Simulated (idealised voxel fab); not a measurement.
process module | voxel lift off
cross-section cut | 155 nm wide | cells 5 nm
A cross-section is a grid of square cells, given in bands from the top down. A band is one or more rows of cells.
Each band's line starts with the height of the band's top and of its bottom, in nm. Then come its materials from left to right, each with its width in nm. One material with "throughout" fills the band from edge to edge. "air" is empty space.
Height 0 is the level under which the wafer as received is all one material. The lowest band goes on downwards, as in "0 down".
A width such as "30 to 40" changes by the same amount from each row of cells to the next, from the band's top row to its bottom row.
"no change" after a step means that no cell of the cross-section changed.
closed voids: empty space of 8 cells or more with no open way to the top, each as width x height at its distance from the left edge, in nm
after a step's settings: what the simulator itself notes on the step
overlay nm, on a step with a mask: how far to the right of its planned place the mask lay; to the left if negative
Each pair below shows a cross-section before one step and the cross-section after it, down to the lowest band that changed. The line under each pair gives the step between them, with its settings. The pairs can come from different runs of this module on the same starting wafer, so a pair continues from the pair above only where its "before" says so.
before
  0 down: Si throughout
  closed voids: none
after
  10 to 0: SiN throughout
  below 0: unchanged
  closed voids: none
the step between: op CONFORMAL_DEP | material SiN | thk nm 10
before: the cross-section after the pair above
after
  35 to 10: resist 15 | air 15 | resist 20 | air 15 | resist 20 | air 15 | resist 20 | air 15 | resist 20
  below 10: unchanged
  closed voids: none
the step between: op PATTERN | tone open | mask id LINES | material resist | width nm 15 | pitch nm 35 | thk nm 25 | overlay nm 0
before: the cross-section after the pair above
after
  50 to 35: Ru 15 | air 15 | Ru 20 | air 15 | Ru 20 | air 15 | Ru 20 | air 15 | Ru 20
  35 to 25: resist 15 | air 15 | resist 20 | air 15 | resist 20 | air 15 | resist 20 | air 15 | resist 20
  25 to 10: resist 15 | Ru 15 | resist 20 | Ru 15 | resist 20 | Ru 15 | resist 20 | Ru 15 | resist 20
  below 10: unchanged
  closed voids: none
the step between: op DIRECTIONAL_DEP | material Ru | thk nm 15
before: the cross-section after the pair above
after
  25 to 10: air 15 | Ru 15 | air 20 | Ru 15 | air 20 | Ru 15 | air 20 | Ru 15 | air 20
  below 10: unchanged
  closed voids: none
the step between: op STRIP | etch materials resist
before: the cross-section after the pair above
after
  35 to 25: air 5 | SiCN 140 | air 10
  25 to 20: air 5 | SiCN 10 | Ru 15 | SiCN 20 | Ru 15 | SiCN 20 | Ru 15 | SiCN 20 | Ru 15 | SiCN 10 | air 10
  20 to 10: SiCN 15 | Ru 15 | SiCN 20 | Ru 15 | SiCN 20 | Ru 15 | SiCN 20 | Ru 15 | SiCN 20
  below 10: unchanged
  closed voids: none
the step between: op CONFORMAL_DEP | material SiCN | thk nm 10
before
  0 down: Si throughout
  closed voids: none
after
  25 to 0: resist 15 | air 15 | resist 20 | air 15 | resist 20 | air 15 | resist 20 | air 15 | resist 20
  below 0: unchanged
  closed voids: none
the step between: op PATTERN | tone open | mask id LINES | material resist | width nm 15 | pitch nm 35 | thk nm 25 | overlay nm 0
before: the cross-section after the pair above
after
  40 to 25: Ru 15 | air 15 | Ru 20 | air 15 | Ru 20 | air 15 | Ru 20 | air 15 | Ru 20
  25 to 15: resist 15 | air 15 | resist 20 | air 15 | resist 20 | air 15 | resist 20 | air 15 | resist 20
  15 to 0: resist 15 | Ru 15 | resist 20 | Ru 15 | resist 20 | Ru 15 | resist 20 | Ru 15 | resist 20
  below 0: unchanged
  closed voids: none
the step between: op DIRECTIONAL_DEP | material Ru | thk nm 15
before: the cross-section after the pair above
after
  15 to 0: air 15 | Ru 15 | air 20 | Ru 15 | air 20 | Ru 15 | air 20 | Ru 15 | air 20
  below 0: unchanged
  closed voids: none
the step between: op STRIP | etch materials resist
before: the cross-section after the pair above
after
  25 to 15: air 5 | SiCN 140 | air 10
  15 to 10: air 5 | SiCN 10 | Ru 15 | SiCN 20 | Ru 15 | SiCN 20 | Ru 15 | SiCN 20 | Ru 15 | SiCN 10 | air 10
  10 to 0: SiCN 15 | Ru 15 | SiCN 20 | Ru 15 | SiCN 20 | Ru 15 | SiCN 20 | Ru 15 | SiCN 20
  below 0: unchanged
  closed voids: none
the step between: op CONFORMAL_DEP | material SiCN | thk nm 10
before
  35 to 10: resist 15 | air 15 | resist 20 | air 15 | resist 20 | air 15 | resist 20 | air 15 | resist 20
  10 to 0: SiN throughout
  0 down: Si throughout
  closed voids: none
after
  40 to 35: Ru 15 | air 15 | Ru 20 | air 15 | Ru 20 | air 15 | Ru 20 | air 15 | Ru 20
  35 to 15: resist 15 | air 15 | resist 20 | air 15 | resist 20 | air 15 | resist 20 | air 15 | resist 20
  15 to 10: resist 15 | Ru 15 | resist 20 | Ru 15 | resist 20 | Ru 15 | resist 20 | Ru 15 | resist 20
  below 10: unchanged
  closed voids: none
the step between: op DIRECTIONAL_DEP | material Ru | thk nm 5
before: the cross-section after the pair above
after
  15 to 10: air 15 | Ru 15 | air 20 | Ru 15 | air 20 | Ru 15 | air 20 | Ru 15 | air 20
  below 10: unchanged
  closed voids: none
the step between: op STRIP | etch materials resist
before: the cross-section after the pair above
after
  25 to 20: air 5 | SiCN 140 | air 10
  20 to 15: SiCN throughout
  15 to 10: SiCN 15 | Ru 15 | SiCN 20 | Ru 15 | SiCN 20 | Ru 15 | SiCN 20 | Ru 15 | SiCN 20
  below 10: unchanged
  closed voids: none
the step between: op CONFORMAL_DEP | material SiCN | thk nm 10
before
  10 to 0: SiN throughout
  0 down: Si throughout
  closed voids: none
after
  35 to 10: resist 15 | air 20 | resist 15 | air 20 | resist 15 | air 20 | resist 15 | air 20 | resist 15
  below 10: unchanged
  closed voids: none
the step between: op PATTERN | tone open | mask id LINES | material resist | width nm 20 | pitch nm 35 | thk nm 25 | overlay nm 0
before: the cross-section after the pair above
after
  50 to 35: Ru 15 | air 20 | Ru 15 | air 20 | Ru 15 | air 20 | Ru 15 | air 20 | Ru 15
  35 to 25: resist 15 | air 20 | resist 15 | air 20 | resist 15 | air 20 | resist 15 | air 20 | resist 15
  25 to 10: resist 15 | Ru 20 | resist 15 | Ru 20 | resist 15 | Ru 20 | resist 15 | Ru 20 | resist 15
  below 10: unchanged
  closed voids: none
the step between: op DIRECTIONAL_DEP | material Ru | thk nm 15
before: the cross-section after the pair above
after
  25 to 10: air 15 | Ru 20 | air 15 | Ru 20 | air 15 | Ru 20 | air 15 | Ru 20 | air 15
  below 10: unchanged
  closed voids: none
the step between: op STRIP | etch materials resist
before: the cross-section after the pair above
after
  35 to 25: air 5 | SiCN 145 | air 5
  25 to 20: air 5 | SiCN 10 | Ru 20 | SiCN 15 | Ru 20 | SiCN 15 | Ru 20 | SiCN 15 | Ru 20 | SiCN 10 | air 5
  20 to 10: SiCN 15 | Ru 20 | SiCN 15 | Ru 20 | SiCN 15 | Ru 20 | SiCN 15 | Ru 20 | SiCN 15
  below 10: unchanged
  closed voids: none
the step between: op CONFORMAL_DEP | material SiCN | thk nm 10
before
  10 to 0: SiN throughout
  0 down: Si throughout
  closed voids: none
after
  35 to 10: resist 20 | air 15 | resist 20 | air 15 | resist 20 | air 15 | resist 20 | air 15 | resist 15
  below 10: unchanged
  closed voids: none
the step between: op PATTERN | tone open | mask id LINES | material resist | width nm 15 | pitch nm 35 | thk nm 25 | overlay nm 5
before: the cross-section after the pair above
after
  50 to 35: Ru 20 | air 15 | Ru 20 | air 15 | Ru 20 | air 15 | Ru 20 | air 15 | Ru 15
  35 to 25: resist 20 | air 15 | resist 20 | air 15 | resist 20 | air 15 | resist 20 | air 15 | resist 15
  25 to 10: resist 20 | Ru 15 | resist 20 | Ru 15 | resist 20 | Ru 15 | resist 20 | Ru 15 | resist 15
  below 10: unchanged
  closed voids: none
the step between: op DIRECTIONAL_DEP | material Ru | thk nm 15
before: the cross-section after the pair above
after
  25 to 10: air 20 | Ru 15 | air 20 | Ru 15 | air 20 | Ru 15 | air 20 | Ru 15 | air 15
  below 10: unchanged
  closed voids: none
the step between: op STRIP | etch materials resist
before: the cross-section after the pair above
after
  35 to 25: air 10 | SiCN 140 | air 5
  25 to 20: air 10 | SiCN 10 | Ru 15 | SiCN 20 | Ru 15 | SiCN 20 | Ru 15 | SiCN 20 | Ru 15 | SiCN 10 | air 5
  20 to 10: SiCN 20 | Ru 15 | SiCN 20 | Ru 15 | SiCN 20 | Ru 15 | SiCN 20 | Ru 15 | SiCN 15
  below 10: unchanged
  closed voids: none
the step between: op CONFORMAL_DEP | material SiCN | thk nm 10
before
  0 down: Si throughout
  closed voids: none
after
  10 to 0: Ru throughout
  below 0: unchanged
  closed voids: none
the step between: op CONFORMAL_DEP | material Ru | thk nm 10
before: the cross-section after the pair above
after
  35 to 10: resist 15 | air 15 | resist 20 | air 15 | resist 20 | air 15 | resist 20 | air 15 | resist 20
  below 10: unchanged
  closed voids: none
the step between: op PATTERN | tone open | mask id LINES | material resist | width nm 15 | pitch nm 35 | thk nm 25 | overlay nm 0
before: the cross-section after the pair above
after
  50 to 35: Ru 15 | air 15 | Ru 20 | air 15 | Ru 20 | air 15 | Ru 20 | air 15 | Ru 20
  35 to 25: resist 15 | air 15 | resist 20 | air 15 | resist 20 | air 15 | resist 20 | air 15 | resist 20
  25 to 10: resist 15 | Ru 15 | resist 20 | Ru 15 | resist 20 | Ru 15 | resist 20 | Ru 15 | resist 20
  below 10: unchanged
  closed voids: none
the step between: op DIRECTIONAL_DEP | material Ru | thk nm 15
before: the cross-section after the pair above
after
  25 to 10: air 15 | Ru 15 | air 20 | Ru 15 | air 20 | Ru 15 | air 20 | Ru 15 | air 20
  below 10: unchanged
  closed voids: none
the step between: op STRIP | etch materials resist
before: the cross-section after the pair above
after
  35 to 25: air 5 | SiCN 140 | air 10
  25 to 20: air 5 | SiCN 10 | Ru 15 | SiCN 20 | Ru 15 | SiCN 20 | Ru 15 | SiCN 20 | Ru 15 | SiCN 10 | air 10
  20 to 10: SiCN 15 | Ru 15 | SiCN 20 | Ru 15 | SiCN 20 | Ru 15 | SiCN 20 | Ru 15 | SiCN 20
  below 10: unchanged
  closed voids: none
the step between: op CONFORMAL_DEP | material SiCN | thk nm 10
before
  10 to 0: SiN throughout
  0 down: Si throughout
  closed voids: none
after
  35 to 10: air 15 | resist 15 | air 20 | resist 15 | air 20 | resist 15 | air 20 | resist 15 | air 20
  below 10: unchanged
  closed voids: none
the step between: op PATTERN | tone cover | mask id LINES | material resist | width nm 15 | pitch nm 35 | thk nm 25 | overlay nm 0
before: the cross-section after the pair above
after
  50 to 35: air 15 | Ru 15 | air 20 | Ru 15 | air 20 | Ru 15 | air 20 | Ru 15 | air 20
  35 to 25: air 15 | resist 15 | air 20 | resist 15 | air 20 | resist 15 | air 20 | resist 15 | air 20
  25 to 10: Ru 15 | resist 15 | Ru 20 | resist 15 | Ru 20 | resist 15 | Ru 20 | resist 15 | Ru 20
  below 10: unchanged
  closed voids: none
the step between: op DIRECTIONAL_DEP | material Ru | thk nm 15
before: the cross-section after the pair above
after
  25 to 10: Ru 15 | air 15 | Ru 20 | air 15 | Ru 20 | air 15 | Ru 20 | air 15 | Ru 20
  below 10: unchanged
  closed voids: none
the step between: op STRIP | etch materials resist
before: the cross-section after the pair above
after
  35 to 25: SiCN throughout
  25 to 10: Ru 15 | SiCN 15 | Ru 20 | SiCN 15 | Ru 20 | SiCN 15 | Ru 20 | SiCN 15 | Ru 20
  below 10: unchanged
  closed voids: none
the step between: op CONFORMAL_DEP | material SiCN | thk nm 10
